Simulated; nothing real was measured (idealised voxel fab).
This section sets out a process module, namely voxel air gaps.
210 nm wide, 5 nm square cells: that's cross-section cut.
A cross-section in this document is a grid of square cells, and it is written down as bands, the top band listed before the ones below it; a band is made up of one or more rows of cells. Band: top height; bottom height; in nm. Then, left to right: material with width in nm, for each material. "all across": a single material spanning edge to edge. "blank": empty space. Heads up on the height convention: 0 is the point under which the incoming wafer is all one material, and the lowest band has no bottom, it just keeps going down, like "z 0 and below". Width: "30 to 40" (first number = top row, second number = bottom row, same change from row to row of cells). What does "remained the same" mean for a step? It means no cell of the cross-section changed in that step. For the entry "Enclosed internal cavities", the listed items are empty spaces with no open way to the top whose size is 8 cells or more; each item follows the pattern width x height at distance, where distance is from the left edge and all three are in nm. Whatever follows a step's settings on its line is a remark the simulator itself makes about that step. overlay nm: step with mask; distance mask lay right of planned place; negative value = left of planned place.

-- The process steps that were planned are listed below
1: RECEIVE [material Si]
2: CONFORMAL_DEP [material SiO2] [thk nm 10]
3: CONFORMAL_DEP [material SiN] [thk nm 5]
4: DIRECTIONAL_DEP [material SiO2] [thk nm 35]
5: MASKED_ETCH [tone open] [mask id LINES] [width nm 15] [pitch nm 40] [etch materials SiO2] [depth nm 35] [overlay nm 0]
6: CONFORMAL_DEP [material TiN] [thk nm 5]
7: FILL_DEP [material Cu] [thk nm 5]
8: CMP [height nm 50]
9: EPI [material Ru] [thk nm 10]
10: SELECTIVE_ETCH [etch materials SiO2] [depth nm 45]
11: CONFORMAL_DEP [material SiCN] [thk nm 5]

-- Wafer, first of two, run as planned

-- Cross-section: wafer on arrival = after step 1
  z 0 and below  Si all across
  Enclosed internal cavities: none

-- Once step 2 is through, the wafer looks like this in cross-section
  z 10 to 0  SiO2 all across
  Below 0 it's all the same as before, nothing changed down there.

-- Once step 3 is through, the wafer looks like this in cross-section
  z 15 to 10  SiN all across
  Below 10 it's all the same as before, nothing changed down there.

-- Once step 4 is through, the wafer looks like this in cross-section
  z 50 to 15  SiO2 all across
  Below 15 it's all the same as before, nothing changed down there.

-- Once step 5 is through, the wafer looks like this in cross-section
  z 50 to 15  SiO2 (55) / blank (15) / SiO2 (25) / blank (15) / SiO2 (25) / blank (15) / SiO2 (60)
  Below 15 it's all the same as before, nothing changed down there.

-- Once step 6 is through, the wafer looks like this in cross-section
  z 55 to 50  TiN (60) / blank (5) / TiN (35) / blank (5) / TiN (35) / blank (5) / TiN (65)
  z 50 to 20  SiO2 (55) / TiN (5) / blank (5) / TiN (5) / SiO2 (25) / TiN (5) / blank (5) / TiN (5) / SiO2 (25) / TiN (5) / blank (5) / TiN (5) / SiO2 (60)
  z 20 to 15  SiO2 (55) / TiN (15) / SiO2 (25) / TiN (15) / SiO2 (25) / TiN (15) / SiO2 (60)
  Below 15 it's all the same as before, nothing changed down there.

-- Once step 7 is through, the wafer looks like this in cross-section
  z 60 to 55  Cu all across
  z 55 to 50  TiN (60) / Cu (5) / TiN (35) / Cu (5) / TiN (35) / Cu (5) / TiN (65)
  z 50 to 20  SiO2 (55) / TiN (5) / Cu (5) / TiN (5) / SiO2 (25) / TiN (5) / Cu (5) / TiN (5) / SiO2 (25) / TiN (5) / Cu (5) / TiN (5) / SiO2 (60)
  Below 20 it's all the same as before, nothing changed down there.

-- Once step 8 is through, the wafer looks like this in cross-section
  z 50 to 20  SiO2 (55) / TiN (5) / Cu (5) / TiN (5) / SiO2 (25) / TiN (5) / Cu (5) / TiN (5) / SiO2 (25) / TiN (5) / Cu (5) / TiN (5) / SiO2 (60)
  Below 20 it's all the same as before, nothing changed down there.

-- Once step 9 is through, the wafer looks like this in cross-section
  z 60 to 50  blank (45) / Ru (35) / blank (5) / Ru (35) / blank (5) / Ru (35) / blank (50)
  Below 50 it's all the same as before, nothing changed down there.

-- Once step 10 is through, the wafer looks like this in cross-section
  z 60 to 50  blank (45) / Ru (35) / blank (5) / Ru (35) / blank (5) / Ru (35) / blank (50)
  z 50 to 20  blank (55) / TiN (5) / Cu (5) / TiN (5) / blank (25) / TiN (5) / Cu (5) / TiN (5) / blank (25) / TiN (5) / Cu (5) / TiN (5) / blank (60)
  z 20 to 15  blank (55) / TiN (15) / blank (25) / TiN (15) / blank (25) / TiN (15) / blank (60)
  Below 15 it's all the same as before, nothing changed down there.

-- Once step 11 is through, the wafer looks like this in cross-section
  z 65 to 60  blank (40) / SiCN (125) / blank (45)
  z 60 to 50  blank (40) / SiCN (5) / Ru (35) / SiCN (5) / Ru (35) / SiCN (5) / Ru (35) / SiCN (5) / blank (45)
  z 50 to 45  blank (40) / SiCN (15) / TiN (5) / Cu (5) / TiN (5) / SiCN (25) / TiN (5) / Cu (5) / TiN (5) / SiCN (25) / TiN (5) / Cu (5) / TiN (5) / SiCN (15) / blank (45)
  z 45 to 20  blank (50) / SiCN (5) / TiN (5) / Cu (5) / TiN (5) / SiCN (5) / blank (15) / SiCN (5) / TiN (5) / Cu (5) / TiN (5) / SiCN (5) / blank (15) / SiCN (5) / TiN (5) / Cu (5) / TiN (5) / SiCN (5) / blank (55)
  z 20 to 15  SiCN (55) / TiN (15) / SiCN (25) / TiN (15) / SiCN (25) / TiN (15) / SiCN (60)
  Below 15 it's all the same as before, nothing changed down there.
  Enclosed internal cavities: 15 x 25 at 75; 15 x 25 at 115

-- Companion wafer, the second of two: same beginning, same intended sequence, one mistake in carrying it out; through step 4 inclusive it tracks the first exactly

-- X-section, second wafer, when step 5 was due to finish
  z 50 to 15  SiO2 (60) / blank (15) / SiO2 (25) / blank (15) / SiO2 (25) / blank (15) / SiO2 (55)
  Below 15 it's all the same as before, nothing changed down there.

-- X-section, second wafer, when step 6 was due to finish
  z 55 to 50  TiN (65) / blank (5) / TiN (35) / blank (5) / TiN (35) / blank (5) / TiN (60)
  z 50 to 20  SiO2 (60) / TiN (5) / blank (5) / TiN (5) / SiO2 (25) / TiN (5) / blank (5) / TiN (5) / SiO2 (25) / TiN (5) / blank (5) / TiN (5) / SiO2 (55)
  z 20 to 15  SiO2 (60) / TiN (15) / SiO2 (25) / TiN (15) / SiO2 (25) / TiN (15) / SiO2 (55)
  Below 15 it's all the same as before, nothing changed down there.

-- X-section, second wafer, when step 7 was due to finish
  z 60 to 55  Cu all across
  z 55 to 50  TiN (65) / Cu (5) / TiN (35) / Cu (5) / TiN (35) / Cu (5) / TiN (60)
  z 50 to 20  SiO2 (60) / TiN (5) / Cu (5) / TiN (5) / SiO2 (25) / TiN (5) / Cu (5) / TiN (5) / SiO2 (25) / TiN (5) / Cu (5) / TiN (5) / SiO2 (55)
  Below 20 it's all the same as before, nothing changed down there.

-- X-section, second wafer, when step 8 was due to finish
  z 50 to 20  SiO2 (60) / TiN (5) / Cu (5) / TiN (5) / SiO2 (25) / TiN (5) / Cu (5) / TiN (5) / SiO2 (25) / TiN (5) / Cu (5) / TiN (5) / SiO2 (55)
  Below 20 it's all the same as before, nothing changed down there.

-- X-section, second wafer, when step 9 was due to finish
  z 60 to 50  blank (50) / Ru (35) / blank (5) / Ru (35) / blank (5) / Ru (35) / blank (45)
  Below 50 it's all the same as before, nothing changed down there.

-- X-section, second wafer, when step 10 was due to finish
  z 60 to 50  blank (50) / Ru (35) / blank (5) / Ru (35) / blank (5) / Ru (35) / blank (45)
  z 50 to 20  blank (60) / TiN (5) / Cu (5) / TiN (5) / blank (25) / TiN (5) / Cu (5) / TiN (5) / blank (25) / TiN (5) / Cu (5) / TiN (5) / blank (55)
  z 20 to 15  blank (60) / TiN (15) / blank (25) / TiN (15) / blank (25) / TiN (15) / blank (55)
  Below 15 it's all the same as before, nothing changed down there.

-- X-section, second wafer, when step 11 was due to finish
  z 65 to 60  blank (45) / SiCN (125) / blank (40)
  z 60 to 50  blank (45) / SiCN (5) / Ru (35) / SiCN (5) / Ru (35) / SiCN (5) / Ru (35) / SiCN (5) / blank (40)
  z 50 to 45  blank (45) / SiCN (15) / TiN (5) / Cu (5) / TiN (5) / SiCN (25) / TiN (5) / Cu (5) / TiN (5) / SiCN (25) / TiN (5) / Cu (5) / TiN (5) / SiCN (15) / blank (40)
  z 45 to 20  blank (55) / SiCN (5) / TiN (5) / Cu (5) / TiN (5) / SiCN (5) / blank (15) / SiCN (5) / TiN (5) / Cu (5) / TiN (5) / SiCN (5) / blank (15) / SiCN (5) / TiN (5) / Cu (5) / TiN (5) / SiCN (5) / blank (50)
  z 20 to 15  SiCN (60) / TiN (15) / SiCN (25) / TiN (15) / SiCN (25) / TiN (15) / SiCN (55)
  Below 15 it's all the same as before, nothing changed down there.
  Enclosed internal cavities: 15 x 25 at 80; 15 x 25 at 120
Finding, execution versus plan: for step 5, the planned setting was not used; the step was instead run as MASKED_ETCH [tone open] [mask id LINES] [width nm 15] [pitch nm 40] [etch materials SiO2] [depth nm 35] [overlay nm 5]
By the end, you'd get the same cell count for each material on either wafer, but the second wafer puts them somewhere else.
